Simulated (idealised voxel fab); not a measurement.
Module name: voxel quadruple lines (process module)
Square cells of 5 nm make up the cross-section cut, whose width is 285 nm.
Bands, listed from the top down, are how a cross-section gets written in this document; the cross-section itself is a grid of square cells, and a band is one or more rows of them.
A band entry consists of two parts. The first gives the height of the band's top and the height of its bottom, in nm. The rest lists the band's materials from left to right, each with its width in nm. A single material labelled with the word "all across" fills the band from edge to edge, and the word "blank" marks empty space.
Zero point of the height axis is 0; under it, received wafer = one material. Lowest band: continues down indefinitely, "0 down".
Read "30->40" as a graded width: first number on top, second number at the bottom, same change between each pair of neighbouring rows.
Step note "nothing altered" = no cross-section cell changed.
Reported under the label "Closed-off voids" are the empty spaces having no open way to the top and comprising 8 cells or more; the notation for each is width x height at distance, in which the distance is measured from the left edge and all three values are in nm.
The remark found on a step's line after its settings is issued by the simulator itself and pertains to that step.
"overlay nm" answers the question of how far to the right of plan the mask lay on a step that has a mask, and when it is negative the answer is to the left.

# Process steps (planned)
1: RECEIVE: material Si
2: CONFORMAL_DEP: material SiO2, thk nm 5
3: DIRECTIONAL_DEP: material W, thk nm 10
4: DIRECTIONAL_DEP: material polySi, thk nm 20
5: DIRECTIONAL_DEP: material aC, thk nm 25
6: PATTERN: tone cover, mask id MANDREL, material resist, width nm 20, pitch nm 60, thk nm 35, overlay nm 0
7: DIRECTIONAL_ETCH: etch materials aC, depth nm 25
8: STRIP: etch materials resist
9: CONFORMAL_DEP: material SiO2, thk nm 10
10: DIRECTIONAL_ETCH: etch materials SiO2, depth nm 10
11: STRIP: etch materials aC
12: DIRECTIONAL_ETCH: etch materials polySi, depth nm 20
13: STRIP: etch materials SiO2
14: CONFORMAL_DEP: material SiCN, thk nm 5
15: DIRECTIONAL_ETCH: etch materials SiCN, depth nm 5
16: STRIP: etch materials polySi
17: DIRECTIONAL_ETCH: etch materials W, depth nm 10
18: STRIP: etch materials SiCN

# First of two wafers, with the run carried out as planned

# Incoming wafer in cross-section (state: after step 1)
- 0 down: Si all across
- Closed-off voids: none

# The following cross-section depicts the wafer upon completion of step 2
- 5 to 0: SiO2 all across
- For the remainder of the cross-section, below 0, there is no change.

# The following cross-section depicts the wafer upon completion of step 3
- 15 to 5: W all across
- For the remainder of the cross-section, below 5, there is no change.

# The following cross-section depicts the wafer upon completion of step 4
- 35 to 15: polySi all across
- For the remainder of the cross-section, below 15, there is no change.

# The following cross-section depicts the wafer upon completion of step 5
- 60 to 35: aC all across
- For the remainder of the cross-section, below 35, there is no change.

# The following cross-section depicts the wafer upon completion of step 6
- 95 to 60: blank=100; resist=20; blank=40; resist=20; blank=105
- For the remainder of the cross-section, below 60, there is no change.

# The following cross-section depicts the wafer upon completion of step 7
- 70 to 60: blank=100; resist=20; blank=40; resist=20; blank=105
- 60 to 35: blank=100; aC=20; blank=40; aC=20; blank=105
- For the remainder of the cross-section, below 35, there is no change.

# The following cross-section depicts the wafer upon completion of step 8
- 60 to 35: blank=100; aC=20; blank=40; aC=20; blank=105
- For the remainder of the cross-section, below 35, there is no change.

# The following cross-section depicts the wafer upon completion of step 9
- 70 to 60: blank=90; SiO2=40; blank=20; SiO2=40; blank=95
- 60 to 45: blank=90; SiO2=10; aC=20; SiO2=10; blank=20; SiO2=10; aC=20; SiO2=10; blank=95
- 45 to 35: SiO2=100; aC=20; SiO2=40; aC=20; SiO2=105
- For the remainder of the cross-section, below 35, there is no change.

# The following cross-section depicts the wafer upon completion of step 10
- 60 to 35: blank=90; SiO2=10; aC=20; SiO2=10; blank=20; SiO2=10; aC=20; SiO2=10; blank=95
- For the remainder of the cross-section, below 35, there is no change.

# The following cross-section depicts the wafer upon completion of step 11
- 60 to 35: blank=90; SiO2=10; blank=20; SiO2=10; blank=20; SiO2=10; blank=20; SiO2=10; blank=95
- For the remainder of the cross-section, below 35, there is no change.

# The following cross-section depicts the wafer upon completion of step 12
- 60 to 35: blank=90; SiO2=10; blank=20; SiO2=10; blank=20; SiO2=10; blank=20; SiO2=10; blank=95
- 35 to 15: blank=90; polySi=10; blank=20; polySi=10; blank=20; polySi=10; blank=20; polySi=10; blank=95
- For the remainder of the cross-section, below 15, there is no change.

# The following cross-section depicts the wafer upon completion of step 13
- 35 to 15: blank=90; polySi=10; blank=20; polySi=10; blank=20; polySi=10; blank=20; polySi=10; blank=95
- For the remainder of the cross-section, below 15, there is no change.

# The following cross-section depicts the wafer upon completion of step 14
- 40 to 35: blank=85; SiCN=20; blank=10; SiCN=20; blank=10; SiCN=20; blank=10; SiCN=20; blank=90
- 35 to 20: blank=85; SiCN=5; polySi=10; SiCN=5; blank=10; SiCN=5; polySi=10; SiCN=5; blank=10; SiCN=5; polySi=10; SiCN=5; blank=10; SiCN=5; polySi=10; SiCN=5; blank=90
- 20 to 15: SiCN=90; polySi=10; SiCN=20; polySi=10; SiCN=20; polySi=10; SiCN=20; polySi=10; SiCN=95
- For the remainder of the cross-section, below 15, there is no change.

# The following cross-section depicts the wafer upon completion of step 15
- 35 to 15: blank=85; SiCN=5; polySi=10; SiCN=5; blank=10; SiCN=5; polySi=10; SiCN=5; blank=10; SiCN=5; polySi=10; SiCN=5; blank=10; SiCN=5; polySi=10; SiCN=5; blank=90
- For the remainder of the cross-section, below 15, there is no change.

# The following cross-section depicts the wafer upon completion of step 16
- 35 to 15: blank=85; SiCN=5; blank=10; SiCN=5; blank=10; SiCN=5; blank=10; SiCN=5; blank=10; SiCN=5; blank=10; SiCN=5; blank=10; SiCN=5; blank=10; SiCN=5; blank=90
- For the remainder of the cross-section, below 15, there is no change.

# The following cross-section depicts the wafer upon completion of step 17
- 35 to 15: blank=85; SiCN=5; blank=10; SiCN=5; blank=10; SiCN=5; blank=10; SiCN=5; blank=10; SiCN=5; blank=10; SiCN=5; blank=10; SiCN=5; blank=10; SiCN=5; blank=90
- 15 to 5: blank=85; W=5; blank=10; W=5; blank=10; W=5; blank=10; W=5; blank=10; W=5; blank=10; W=5; blank=10; W=5; blank=10; W=5; blank=90
- For the remainder of the cross-section, below 5, there is no change.

# The following cross-section depicts the wafer upon completion of step 18
- 15 to 5: blank=85; W=5; blank=10; W=5; blank=10; W=5; blank=10; W=5; blank=10; W=5; blank=10; W=5; blank=10; W=5; blank=10; W=5; blank=90
- For the remainder of the cross-section, below 5, there is no change.

# The remaining wafer, second of the two, started like the first and was run to the same plan, except that one mistake was made along the way; the two coincide through step 5, inclusive

# Second wafer cross-section, taken as of the time the plan sets for step 6 to be done
- 95 to 60: resist=100; blank=20; resist=40; blank=20; resist=105
- For the remainder of the cross-section, below 60, there is no change.

# Second wafer cross-section, taken as of the time the plan sets for step 7 to be done
- 70 to 60: resist=100; blank=20; resist=40; blank=20; resist=105
- 60 to 35: aC=100; blank=20; aC=40; blank=20; aC=105
- For the remainder of the cross-section, below 35, there is no change.

# Second wafer cross-section, taken as of the time the plan sets for step 8 to be done
- 60 to 35: aC=100; blank=20; aC=40; blank=20; aC=105
- For the remainder of the cross-section, below 35, there is no change.

# Second wafer cross-section, taken as of the time the plan sets for step 9 to be done
- 70 to 60: SiO2 all across
- 60 to 35: aC=100; SiO2=20; aC=40; SiO2=20; aC=105
- For the remainder of the cross-section, below 35, there is no change.

# Second wafer cross-section, taken as of the time the plan sets for step 10 to be done
- 60 to 35: aC=100; SiO2=20; aC=40; SiO2=20; aC=105
- For the remainder of the cross-section, below 35, there is no change.

# Second wafer cross-section, taken as of the time the plan sets for step 11 to be done
- 60 to 35: blank=100; SiO2=20; blank=40; SiO2=20; blank=105
- For the remainder of the cross-section, below 35, there is no change.

# Second wafer cross-section, taken as of the time the plan sets for step 12 to be done
- 60 to 35: blank=100; SiO2=20; blank=40; SiO2=20; blank=105
- 35 to 15: blank=100; polySi=20; blank=40; polySi=20; blank=105
- For the remainder of the cross-section, below 15, there is no change.

# Second wafer cross-section, taken as of the time the plan sets for step 13 to be done
- 35 to 15: blank=100; polySi=20; blank=40; polySi=20; blank=105
- For the remainder of the cross-section, below 15, there is no change.

# Second wafer cross-section, taken as of the time the plan sets for step 14 to be done
- 40 to 35: blank=95; SiCN=30; blank=30; SiCN=30; blank=100
- 35 to 20: blank=95; SiCN=5; polySi=20; SiCN=5; blank=30; SiCN=5; polySi=20; SiCN=5; blank=100
- 20 to 15: SiCN=100; polySi=20; SiCN=40; polySi=20; SiCN=105
- For the remainder of the cross-section, below 15, there is no change.

# Second wafer cross-section, taken as of the time the plan sets for step 15 to be done
- 35 to 15: blank=95; SiCN=5; polySi=20; SiCN=5; blank=30; SiCN=5; polySi=20; SiCN=5; blank=100
- For the remainder of the cross-section, below 15, there is no change.

# Second wafer cross-section, taken as of the time the plan sets for step 16 to be done
- 35 to 15: blank=95; SiCN=5; blank=20; SiCN=5; blank=30; SiCN=5; blank=20; SiCN=5; blank=100
- For the remainder of the cross-section, below 15, there is no change.

# Second wafer cross-section, taken as of the time the plan sets for step 17 to be done
- 35 to 15: blank=95; SiCN=5; blank=20; SiCN=5; blank=30; SiCN=5; blank=20; SiCN=5; blank=100
- 15 to 5: blank=95; W=5; blank=20; W=5; blank=30; W=5; blank=20; W=5; blank=100
- For the remainder of the cross-section, below 5, there is no change.

# Second wafer cross-section, taken as of the time the plan sets for step 18 to be done
- 15 to 5: blank=95; W=5; blank=20; W=5; blank=30; W=5; blank=20; W=5; blank=100
- For the remainder of the cross-section, below 5, there is no change.
The mistake made against the process plan was this: step 6 was not run as planned; what actually ran was PATTERN: tone open, mask id MANDREL, material resist, width nm 20, pitch nm 60, thk nm 35, overlay nm 0
Upon completion, the second wafer contains, in terms of cells, a greater or smaller amount of certain materials than the first wafer: W -8
